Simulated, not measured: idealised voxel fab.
Process module name: voxel transistor to metal
In the cross-section labelled cut, the width is 200 nm and each square cell is 5 nm.
How to read a cross-section here: the picture is a grid of square cells, written as bands going from the top down, and any band can span one or more rows of cells. Heads up on the band format: heights come first, top then bottom, in nm. After that it's the materials left to right, each with its width in nm. A single material flagged "everywhere" fills the whole band edge to edge, and "blank" means there's empty space there. For the purposes of this specification, 0 denotes the height below which the wafer in its as-received condition is composed wholly of one material, and the lowermost band, lacking a lower limit, extends downward without end, as expressed in "0 and below". With a width like "30->40", each row of cells in the band differs from the next by the same amount, the top row carrying the first number and the bottom row the second. "identical to before" -> step changed no cross-section cell. Empty spaces counting at least 8 cells and having no open way to the top are listed in "Fully closed voids". The notation width x height at distance is used for each, the distance being from the left edge and all three values in nm. What comes after the settings on a step's line is commentary from the simulator itself on that step. "overlay nm" answers the question of how far to the right of plan the mask lay on a step that has a mask, and when it is negative the answer is to the left.

## Here's what the planned process steps look like
1) op RECEIVE | material Si
2) op CONFORMAL_DEP | material SiO2 | thk nm 5
3) op CONFORMAL_DEP | material SiN | thk nm 15
4) op PATTERN | tone cover | mask id ACTIVE | material resist | width nm 105 | thk nm 15 | overlay nm 0
5) op DIRECTIONAL_ETCH | etch materials SiN | depth nm 15
6) op DIRECTIONAL_ETCH | etch materials SiO2 | depth nm 5
7) op DIRECTIONAL_ETCH | etch materials Si | depth nm 35
8) op STRIP | etch materials resist
9) op OXIDIZE | depth nm 5
10) op FILL_DEP | material SiO2 | thk nm 5
11) op CMP | height nm 20
12) op SELECTIVE_ETCH | etch materials SiO2 | depth nm 15
13) op STRIP | etch materials SiN
14) op SELECTIVE_ETCH | etch materials SiO2 | depth nm 5
15) op OXIDIZE | depth nm 5
16) op DIRECTIONAL_DEP | material polySi | thk nm 30
17) op DIRECTIONAL_DEP | material SiCN | thk nm 15
18) op DIRECTIONAL_DEP | material aC | thk nm 15
19) op PATTERN | tone cover | mask id GATE | material resist | width nm 15 | thk nm 30 | overlay nm 0
20) op DIRECTIONAL_ETCH | etch materials aC | depth nm 15
21) op STRIP | etch materials resist
22) op DIRECTIONAL_ETCH | etch materials SiCN | depth nm 25
23) op DIRECTIONAL_ETCH | etch materials polySi | depth nm 40
24) op STRIP | etch materials aC
25) op CONFORMAL_DEP | material SiN | thk nm 10
26) op DIRECTIONAL_ETCH | etch materials SiN | depth nm 10
27) op DIRECTIONAL_ETCH | etch materials SiO2 | depth nm 5
28) op DIRECTIONAL_ETCH | etch materials Si | depth nm 10
29) op EPI | material pSi | thk nm 15
30) op FILL_DEP | material SiO2 | thk nm 5
31) op CMP | height nm 45
32) op DIRECTIONAL_DEP | material SiO2 | thk nm 10
33) op MASKED_ETCH | tone open | mask id CONTACT | width nm 20 | pitch nm 75 | etch materials SiO2 | depth nm 55 | overlay nm 0
34) op CONFORMAL_DEP | material TiN | thk nm 5
35) op FILL_DEP | material Ru | thk nm 10
36) op CMP | height nm 55
37) op CONFORMAL_DEP | material SiCN | thk nm 5
38) op DIRECTIONAL_DEP | material SiO2 | thk nm 20
39) op MASKED_ETCH | tone open | mask id METAL_1 | width nm 20 | pitch nm 75 | etch materials SiO2 | depth nm 20 | overlay nm 0
40) op MASKED_ETCH | tone open | mask id METAL_1 | width nm 20 | pitch nm 75 | etch materials SiCN | depth nm 5 | overlay nm 0
41) op CONFORMAL_DEP | material TiN | thk nm 5
42) op FILL_DEP | material Cu | thk nm 5
43) op CMP | height nm 80
44) op CONFORMAL_DEP | material SiCN | thk nm 5
45) op DIRECTIONAL_DEP | material lowk | thk nm 35
46) op PATTERN | tone open | mask id METAL_2 | material resist | width nm 20 | pitch nm 75 | thk nm 15 | overlay nm 0
47) op DIRECTIONAL_ETCH | etch materials lowk | depth nm 20
48) op STRIP | etch materials resist
49) op MASKED_ETCH | tone open | mask id METAL_2_HOLES | width nm 15 | pitch nm 75 | etch materials lowk | depth nm 15 | overlay nm 0
50) op MASKED_ETCH | tone open | mask id METAL_2_HOLES | width nm 15 | pitch nm 75 | etch materials SiCN | depth nm 5 | overlay nm 0
51) op CONFORMAL_DEP | material TiN | thk nm 5
52) op FILL_DEP | material Ru | thk nm 5
53) op CMP | height nm 120
54) op CONFORMAL_DEP | material SiN | thk nm 5

## As-received state of the wafer in cross-section, equivalent to post-step 1
    0 and below = Si everywhere
    Fully closed voids: none

## First of two wafers, end-of-module section, run followed plan
    125 down to 120 = SiN everywhere
    120 down to 105 = 50 lowk | 5 TiN | 10 Ru | 5 TiN | 55 lowk | 5 TiN | 10 Ru | 5 TiN | 55 lowk
    105 down to 100 = 50 lowk | 5 TiN | 5 Ru | 10 TiN | 55 lowk | 5 TiN | 5 Ru | 10 TiN | 55 lowk
    100 down to 85 = 50 lowk | 5 TiN | 5 Ru | 5 TiN | 60 lowk | 5 TiN | 5 Ru | 5 TiN | 60 lowk
    85 down to 80 = 50 SiCN | 15 TiN | 60 SiCN | 15 TiN | 60 SiCN
    80 down to 60 = 50 SiO2 | 5 TiN | 10 Cu | 5 TiN | 55 SiO2 | 5 TiN | 10 Cu | 5 TiN | 55 SiO2
    60 down to 55 = 50 SiCN | 20 TiN | 55 SiCN | 20 TiN | 55 SiCN
    55 down to 45 = 50 SiO2 | 5 TiN | 10 Ru | 5 TiN | 55 SiO2 | 5 TiN | 10 Ru | 5 TiN | 55 SiO2
    45 down to 30 = 50 SiO2 | 5 TiN | 10 Ru | 5 TiN | 10 SiO2 | 10 SiN | 15 SiCN | 10 SiN | 10 SiO2 | 5 TiN | 10 Ru | 5 TiN | 55 SiO2
    30 down to 15 = 50 SiO2 | 5 TiN | 10 Ru | 5 TiN | 10 SiO2 | 10 SiN | 15 polySi | 10 SiN | 10 SiO2 | 5 TiN | 10 Ru | 5 TiN | 55 SiO2
    15 down to 10 = 50 SiO2 | 5 TiN | 5 Ru | 10 TiN | 10 SiO2 | 10 SiN | 15 polySi | 10 SiN | 10 SiO2 | 10 TiN | 5 Ru | 5 TiN | 55 SiO2
    10 down to 5 = 50 SiO2 | 5 TiN | 5 Ru | 5 TiN | 15 pSi | 10 SiN | 15 polySi | 10 SiN | 15 pSi | 5 TiN | 5 Ru | 5 TiN | 55 SiO2
    5 down to 0 = 50 SiO2 | 15 TiN | 15 pSi | 10 SiN | 15 polySi | 10 SiN | 15 pSi | 15 TiN | 55 SiO2
    0 down to -5 = 45 SiO2 | 35 pSi | 35 SiO2 | 35 pSi | 50 SiO2
    -5 down to -15 = 50 SiO2 | 30 pSi | 35 Si | 30 pSi | 55 SiO2
    -15 down to -40 = 50 SiO2 | 95 Si | 55 SiO2
    -40 and below = Si everywhere
    Fully closed voids: none

## Wafer two (of two), end-of-module cross-section: start = wafer one, plan = wafer one, one run mistake
    125 down to 120 = SiN everywhere
    120 down to 105 = 50 lowk | 5 TiN | 10 Ru | 5 TiN | 55 lowk | 5 TiN | 10 Ru | 5 TiN | 55 lowk
    105 down to 100 = 50 lowk | 5 TiN | 5 Ru | 10 TiN | 55 lowk | 5 TiN | 5 Ru | 10 TiN | 55 lowk
    100 down to 85 = 50 lowk | 5 TiN | 5 Ru | 5 TiN | 60 lowk | 5 TiN | 5 Ru | 5 TiN | 60 lowk
    85 down to 80 = 50 SiCN | 15 TiN | 60 SiCN | 15 TiN | 60 SiCN
    80 down to 60 = 50 SiO2 | 5 TiN | 10 Cu | 5 TiN | 55 SiO2 | 5 TiN | 10 Cu | 5 TiN | 55 SiO2
    60 down to 55 = 50 SiCN | 20 TiN | 55 SiCN | 20 TiN | 55 SiCN
    55 down to 50 = 50 SiO2 | 5 TiN | 10 Ru | 5 TiN | 55 SiO2 | 5 TiN | 10 Ru | 5 TiN | 55 SiO2
    50 down to 45 = 50 SiO2 | 20 TiN | 55 SiO2 | 20 TiN | 55 SiO2
    45 down to 30 = 80 polySi | 10 SiN | 15 SiCN | 10 SiN | 85 polySi
    30 down to 10 = 80 polySi | 10 SiN | 15 polySi | 10 SiN | 85 polySi
    10 down to 0 = 65 polySi | 15 pSi | 10 SiN | 15 polySi | 10 SiN | 15 pSi | 70 polySi
    0 down to -5 = 45 polySi | 35 pSi | 35 SiO2 | 35 pSi | 50 polySi
    -5 down to -15 = 50 SiO2 | 30 pSi | 35 Si | 30 pSi | 55 SiO2
    -15 down to -40 = 50 SiO2 | 95 Si | 55 SiO2
    -40 and below = Si everywhere
    Fully closed voids: none
Which mistake was made when the wafer was run? step 30 went in with a setting other than planned; the actual run was op FILL_DEP | material polySi | thk nm 5
The closing comparison, in cells, has the second wafer with more or fewer of some materials than the first: Ru -32; SiO2 -236; TiN -36; polySi +304
